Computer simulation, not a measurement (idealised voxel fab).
Process module name: voxel quadruple lines
The cross-section on display is named cut; it measures 220 nm wide, and its cells are 5 nm squares.
Cross-section = grid of square cells, listed top down in bands; band = one or more rows. The entry gives the band's vertical extent as a top height and a bottom height in nm, then its horizontal make-up as materials from left to right, each with a width in nm. "blank" stands for empty space; a single material marked "edge to edge" fills the band edge to edge. Heights from 0 (as-received wafer is one material below). Bottom band endless downward, as "from 0 down". With a width like "30->40", each row of cells in the band differs from the next by the same amount, the top row carrying the first number and the bottom row the second. The designation "same as before", where it is given for a processing step, indicates that no cell of the cross-section was altered in the course of that step. "Cavities, closed": sealed empty spaces, 8 cells or more, no open way to top, listed width x height at distance, with distance from the left edge and width, height and distance in nm. Step line, after settings: the simulator's comment on this step. overlay nm: mask right of planned place by this much (step with mask). Neg. = left.

## Intended process steps
1) RECEIVE,material Si
2) CONFORMAL_DEP,material SiO2,thk nm 10
3) DIRECTIONAL_DEP,material W,thk nm 15
4) DIRECTIONAL_DEP,material polySi,thk nm 20
5) DIRECTIONAL_DEP,material aC,thk nm 25
6) PATTERN,tone cover,mask id MANDREL,material resist,width nm 35,pitch nm 100,thk nm 35,overlay nm 0
7) DIRECTIONAL_ETCH,etch materials aC,depth nm 25
8) STRIP,etch materials resist
9) CONFORMAL_DEP,material SiO2,thk nm 15
10) DIRECTIONAL_ETCH,etch materials SiO2,depth nm 15
11) STRIP,etch materials aC
12) DIRECTIONAL_ETCH,etch materials polySi,depth nm 20
13) STRIP,etch materials SiO2
14) CONFORMAL_DEP,material SiCN,thk nm 10
15) DIRECTIONAL_ETCH,etch materials SiCN,depth nm 10
16) STRIP,etch materials polySi
17) DIRECTIONAL_ETCH,etch materials W,depth nm 15
18) STRIP,etch materials SiCN
19) FILL_DEP,material SiO2,thk nm 5
20) CMP,height nm 25

## Wafer cross-section on receipt, i.e. after step 1
> from 0 down = Si edge to edge
> Cavities, closed: none

## Here's the wafer cut in cross-section after the module, started and planned just like above, except one thing was done wrong in the run
> from 25 to 10 = polySi edge to edge
> from 10 to 0 = SiO2 edge to edge
> from 0 down = Si edge to edge
> Cavities, closed: none
Against the plan, the run slipped here: the intended sequence of steps 3 and 4 was reversed during processing, with each occupying the position of the other
